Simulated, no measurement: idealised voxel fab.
process module | voxel capacitor over wiring
cross-section cut | 230 nm wide | cells 5 nm
A cross-section is a grid of square cells, given in bands from the top down. A band is one or more rows of cells.
Each band's line starts with the height of the band's top and of its bottom, in nm. Then come its materials from left to right, each with its width in nm. One material with "throughout" fills the band from edge to edge. "air" is empty space.
Height 0 is the level under which the wafer as received is all one material. The lowest band goes on downwards, as in "0 down".
A width such as "30 to 40" changes by the same amount from each row of cells to the next, from the band's top row to its bottom row.
"no change" after a step means that no cell of the cross-section changed.
closed voids: empty space of 8 cells or more with no open way to the top, each as width x height at its distance from the left edge, in nm
after a step's settings: what the simulator itself notes on the step
overlay nm, on a step with a mask: how far to the right of its planned place the mask lay; to the left if negative
plan
1 op RECEIVE | material Si
2 op CONFORMAL_DEP | material SiO2 | thk nm 15
3 op DIRECTIONAL_DEP | material TiN | thk nm 5
4 op DIRECTIONAL_DEP | material Ru | thk nm 15
5 op MASKED_ETCH | tone cover | mask id METAL_1 | width nm 25 | pitch nm 80 | etch materials Ru | depth nm 15 | overlay nm 0
6 op MASKED_ETCH | tone cover | mask id METAL_1 | width nm 25 | pitch nm 80 | etch materials TiN | depth nm 5 | overlay nm 0
7 op FILL_DEP | material SiO2 | thk nm 5
8 op CMP | height nm 35
9 op CONFORMAL_DEP | material SiCN | thk nm 5
10 op DIRECTIONAL_DEP | material SiO2 | thk nm 20
11 op PATTERN | tone open | mask id PLUG_1 | material resist | width nm 15 | thk nm 20 | overlay nm 0
12 op DIRECTIONAL_ETCH | etch materials SiO2 | depth nm 20
13 op DIRECTIONAL_ETCH | etch materials SiCN | depth nm 5
14 op STRIP | etch materials resist
15 op CONFORMAL_DEP | material TiN | thk nm 5
16 op FILL_DEP | material Cu | thk nm 5
17 op CMP | height nm 60
18 op DIRECTIONAL_DEP | material TiN | thk nm 5
19 op DIRECTIONAL_DEP | material SiN | thk nm 5
20 op DIRECTIONAL_DEP | material TiN | thk nm 10
21 op PATTERN | tone cover | mask id UPPER_PLATE | material resist | width nm 60 | thk nm 20 | overlay nm 0
22 op DIRECTIONAL_ETCH | etch materials TiN | depth nm 10
23 op DIRECTIONAL_ETCH | etch materials SiN | depth nm 5
24 op STRIP | etch materials resist
25 op DIRECTIONAL_DEP | material aC | thk nm 15
26 op PATTERN | tone cover | mask id LOWER_PLATE | material resist | width nm 70 | thk nm 30 | overlay nm 0
27 op DIRECTIONAL_ETCH | etch materials aC | depth nm 15
28 op STRIP | etch materials resist
29 op DIRECTIONAL_ETCH | etch materials TiN | depth nm 5
30 op STRIP | etch materials aC
31 op FILL_DEP | material SiO2 | thk nm 15
32 op CMP | height nm 90
33 op DIRECTIONAL_DEP | material aC | thk nm 10
34 op PATTERN | tone open | mask id PLUG_2 | material resist | width nm 15 | thk nm 30 | overlay nm 0
35 op DIRECTIONAL_ETCH | etch materials aC | depth nm 10
36 op STRIP | etch materials resist
37 op DIRECTIONAL_ETCH | etch materials SiO2 | depth nm 10
38 op STRIP | etch materials aC
39 op CONFORMAL_DEP | material TiN | thk nm 5
40 op FILL_DEP | material Ru | thk nm 5
41 op CMP | height nm 90
42 op CONFORMAL_DEP | material SiCN | thk nm 5
first wafer, as planned
as received, after step 1
  0 down: Si throughout
  closed voids: none
after step 2
  15 to 0: SiO2 throughout
  below 0: unchanged
after step 3
  20 to 15: TiN throughout
  below 15: unchanged
after step 4
  35 to 20: Ru throughout
  below 20: unchanged
after step 5
  35 to 20: air 60 | Ru 25 | air 55 | Ru 25 | air 65
  below 20: unchanged
after step 6
  35 to 20: air 60 | Ru 25 | air 55 | Ru 25 | air 65
  20 to 15: air 60 | TiN 25 | air 55 | TiN 25 | air 65
  below 15: unchanged
after step 7
  40 to 35: SiO2 throughout
  35 to 20: SiO2 60 | Ru 25 | SiO2 55 | Ru 25 | SiO2 65
  20 to 15: SiO2 60 | TiN 25 | SiO2 55 | TiN 25 | SiO2 65
  below 15: unchanged
after step 8
  35 to 20: SiO2 60 | Ru 25 | SiO2 55 | Ru 25 | SiO2 65
  below 20: unchanged
after step 9
  40 to 35: SiCN throughout
  below 35: unchanged
after step 10
  60 to 40: SiO2 throughout
  below 40: unchanged
after step 11
  80 to 60: resist 70 | air 15 | resist 145
  below 60: unchanged
after step 12
  80 to 60: resist 70 | air 15 | resist 145
  60 to 40: SiO2 70 | air 15 | SiO2 145
  below 40: unchanged
after step 13
  80 to 60: resist 70 | air 15 | resist 145
  60 to 40: SiO2 70 | air 15 | SiO2 145
  40 to 35: SiCN 70 | air 15 | SiCN 145
  below 35: unchanged
after step 14
  60 to 40: SiO2 70 | air 15 | SiO2 145
  below 40: unchanged
after step 15
  65 to 60: TiN 75 | air 5 | TiN 150
  60 to 40: SiO2 70 | TiN 5 | air 5 | TiN 5 | SiO2 145
  40 to 35: SiCN 70 | TiN 15 | SiCN 145
  below 35: unchanged
after step 16
  70 to 65: Cu throughout
  65 to 60: TiN 75 | Cu 5 | TiN 150
  60 to 40: SiO2 70 | TiN 5 | Cu 5 | TiN 5 | SiO2 145
  below 40: unchanged
after step 17
  60 to 40: SiO2 70 | TiN 5 | Cu 5 | TiN 5 | SiO2 145
  below 40: unchanged
after step 18
  65 to 60: TiN throughout
  below 60: unchanged
after step 19
  70 to 65: SiN throughout
  below 65: unchanged
after step 20
  80 to 70: TiN throughout
  below 70: unchanged
after step 21
  100 to 80: air 70 | resist 60 | air 100
  below 80: unchanged
after step 22
  100 to 80: air 70 | resist 60 | air 100
  80 to 70: air 70 | TiN 60 | air 100
  below 70: unchanged
after step 23
  100 to 80: air 70 | resist 60 | air 100
  80 to 70: air 70 | TiN 60 | air 100
  70 to 65: air 70 | SiN 60 | air 100
  below 65: unchanged
after step 24
  80 to 70: air 70 | TiN 60 | air 100
  below 70: unchanged
after step 25
  95 to 80: air 70 | aC 60 | air 100
  80 to 70: aC 70 | TiN 60 | aC 100
  70 to 65: aC 70 | SiN 60 | aC 100
  below 65: unchanged
after step 26
  125 to 95: air 65 | resist 70 | air 95
  95 to 80: air 65 | resist 5 | aC 60 | resist 5 | air 95
  below 80: unchanged
after step 27
  110 to 95: air 65 | resist 70 | air 95
  95 to 80: air 65 | resist 5 | aC 60 | resist 5 | air 95
  80 to 70: air 65 | aC 5 | TiN 60 | aC 5 | air 95
  70 to 65: air 65 | aC 5 | SiN 60 | aC 5 | air 95
  below 65: unchanged
after step 28
  95 to 80: air 70 | aC 60 | air 100
  below 80: unchanged
after step 29
  95 to 80: air 70 | aC 60 | air 100
  80 to 70: air 65 | aC 5 | TiN 60 | aC 5 | air 95
  70 to 65: air 65 | aC 5 | SiN 60 | aC 5 | air 95
  65 to 60: air 65 | TiN 70 | air 95
  below 60: unchanged
after step 30
  80 to 70: air 70 | TiN 60 | air 100
  70 to 65: air 70 | SiN 60 | air 100
  below 65: unchanged
after step 31
  95 to 80: SiO2 throughout
  80 to 70: SiO2 70 | TiN 60 | SiO2 100
  70 to 65: SiO2 70 | SiN 60 | SiO2 100
  65 to 60: SiO2 65 | TiN 70 | SiO2 95
  below 60: unchanged
after step 32
  90 to 80: SiO2 throughout
  below 80: unchanged
after step 33
  100 to 90: aC throughout
  below 90: unchanged
after step 34
  130 to 100: resist 80 | air 15 | resist 135
  below 100: unchanged
after step 35
  120 to 100: resist 80 | air 15 | resist 135
  100 to 90: aC 80 | air 15 | aC 135
  below 90: unchanged
after step 36
  100 to 90: aC 80 | air 15 | aC 135
  below 90: unchanged
after step 37
  100 to 90: aC 80 | air 15 | aC 135
  90 to 80: SiO2 80 | air 15 | SiO2 135
  below 80: unchanged
after step 38
  90 to 80: SiO2 80 | air 15 | SiO2 135
  below 80: unchanged
after step 39
  95 to 90: TiN 85 | air 5 | TiN 140
  90 to 85: SiO2 80 | TiN 5 | air 5 | TiN 5 | SiO2 135
  85 to 80: SiO2 80 | TiN 15 | SiO2 135
  below 80: unchanged
after step 40
  100 to 95: Ru throughout
  95 to 90: TiN 85 | Ru 5 | TiN 140
  90 to 85: SiO2 80 | TiN 5 | Ru 5 | TiN 5 | SiO2 135
  below 85: unchanged
after step 41
  90 to 85: SiO2 80 | TiN 5 | Ru 5 | TiN 5 | SiO2 135
  below 85: unchanged
after step 42
  95 to 90: SiCN throughout
  below 90: unchanged
second wafer: like start, like plan, one mistake. Through step 3 it matches the first wafer
when step 4 should have ended
  35 to 20: SiO2 throughout
  below 20: unchanged
when step 5 should have ended: no change
when step 6 should have ended: no change
when step 7 should have ended
  40 to 20: SiO2 throughout
  below 20: unchanged
when step 8 should have ended
  35 to 20: SiO2 throughout
  below 20: unchanged
when step 9 should have ended
  40 to 35: SiCN throughout
  below 35: unchanged
when step 10 should have ended
  60 to 40: SiO2 throughout
  below 40: unchanged
when step 11 should have ended
  80 to 60: resist 70 | air 15 | resist 145
  below 60: unchanged
when step 12 should have ended
  80 to 60: resist 70 | air 15 | resist 145
  60 to 40: SiO2 70 | air 15 | SiO2 145
  below 40: unchanged
when step 13 should have ended
  80 to 60: resist 70 | air 15 | resist 145
  60 to 40: SiO2 70 | air 15 | SiO2 145
  40 to 35: SiCN 70 | air 15 | SiCN 145
  below 35: unchanged
when step 14 should have ended
  60 to 40: SiO2 70 | air 15 | SiO2 145
  below 40: unchanged
when step 15 should have ended
  65 to 60: TiN 75 | air 5 | TiN 150
  60 to 40: SiO2 70 | TiN 5 | air 5 | TiN 5 | SiO2 145
  40 to 35: SiCN 70 | TiN 15 | SiCN 145
  below 35: unchanged
when step 16 should have ended
  70 to 65: Cu throughout
  65 to 60: TiN 75 | Cu 5 | TiN 150
  60 to 40: SiO2 70 | TiN 5 | Cu 5 | TiN 5 | SiO2 145
  below 40: unchanged
when step 17 should have ended
  60 to 40: SiO2 70 | TiN 5 | Cu 5 | TiN 5 | SiO2 145
  below 40: unchanged
when step 18 should have ended
  65 to 60: TiN throughout
  below 60: unchanged
when step 19 should have ended
  70 to 65: SiN throughout
  below 65: unchanged
when step 20 should have ended
  80 to 70: TiN throughout
  below 70: unchanged
when step 21 should have ended
  100 to 80: air 70 | resist 60 | air 100
  below 80: unchanged
when step 22 should have ended
  100 to 80: air 70 | resist 60 | air 100
  80 to 70: air 70 | TiN 60 | air 100
  below 70: unchanged
when step 23 should have ended
  100 to 80: air 70 | resist 60 | air 100
  80 to 70: air 70 | TiN 60 | air 100
  70 to 65: air 70 | SiN 60 | air 100
  below 65: unchanged
when step 24 should have ended
  80 to 70: air 70 | TiN 60 | air 100
  below 70: unchanged
when step 25 should have ended
  95 to 80: air 70 | aC 60 | air 100
  80 to 70: aC 70 | TiN 60 | aC 100
  70 to 65: aC 70 | SiN 60 | aC 100
  below 65: unchanged
when step 26 should have ended
  125 to 95: air 65 | resist 70 | air 95
  95 to 80: air 65 | resist 5 | aC 60 | resist 5 | air 95
  below 80: unchanged
when step 27 should have ended
  110 to 95: air 65 | resist 70 | air 95
  95 to 80: air 65 | resist 5 | aC 60 | resist 5 | air 95
  80 to 70: air 65 | aC 5 | TiN 60 | aC 5 | air 95
  70 to 65: air 65 | aC 5 | SiN 60 | aC 5 | air 95
  below 65: unchanged
when step 28 should have ended
  95 to 80: air 70 | aC 60 | air 100
  below 80: unchanged
when step 29 should have ended
  95 to 80: air 70 | aC 60 | air 100
  80 to 70: air 65 | aC 5 | TiN 60 | aC 5 | air 95
  70 to 65: air 65 | aC 5 | SiN 60 | aC 5 | air 95
  65 to 60: air 65 | TiN 70 | air 95
  below 60: unchanged
when step 30 should have ended
  80 to 70: air 70 | TiN 60 | air 100
  70 to 65: air 70 | SiN 60 | air 100
  below 65: unchanged
when step 31 should have ended
  95 to 80: SiO2 throughout
  80 to 70: SiO2 70 | TiN 60 | SiO2 100
  70 to 65: SiO2 70 | SiN 60 | SiO2 100
  65 to 60: SiO2 65 | TiN 70 | SiO2 95
  below 60: unchanged
when step 32 should have ended
  90 to 80: SiO2 throughout
  below 80: unchanged
when step 33 should have ended
  100 to 90: aC throughout
  below 90: unchanged
when step 34 should have ended
  130 to 100: resist 80 | air 15 | resist 135
  below 100: unchanged
when step 35 should have ended
  120 to 100: resist 80 | air 15 | resist 135
  100 to 90: aC 80 | air 15 | aC 135
  below 90: unchanged
when step 36 should have ended
  100 to 90: aC 80 | air 15 | aC 135
  below 90: unchanged
when step 37 should have ended
  100 to 90: aC 80 | air 15 | aC 135
  90 to 80: SiO2 80 | air 15 | SiO2 135
  below 80: unchanged
when step 38 should have ended
  90 to 80: SiO2 80 | air 15 | SiO2 135
  below 80: unchanged
when step 39 should have ended
  95 to 90: TiN 85 | air 5 | TiN 140
  90 to 85: SiO2 80 | TiN 5 | air 5 | TiN 5 | SiO2 135
  85 to 80: SiO2 80 | TiN 15 | SiO2 135
  below 80: unchanged
when step 40 should have ended
  100 to 95: Ru throughout
  95 to 90: TiN 85 | Ru 5 | TiN 140
  90 to 85: SiO2 80 | TiN 5 | Ru 5 | TiN 5 | SiO2 135
  below 85: unchanged
when step 41 should have ended
  90 to 85: SiO2 80 | TiN 5 | Ru 5 | TiN 5 | SiO2 135
  below 85: unchanged
when step 42 should have ended
  95 to 90: SiCN throughout
  below 90: unchanged
what went wrong: step 4 ran as: op DIRECTIONAL_DEP | material SiO2 | thk nm 15
at the end the second wafer has, in cells: 30 fewer of Ru | 6 fewer of SiO2 | 36 more of TiN
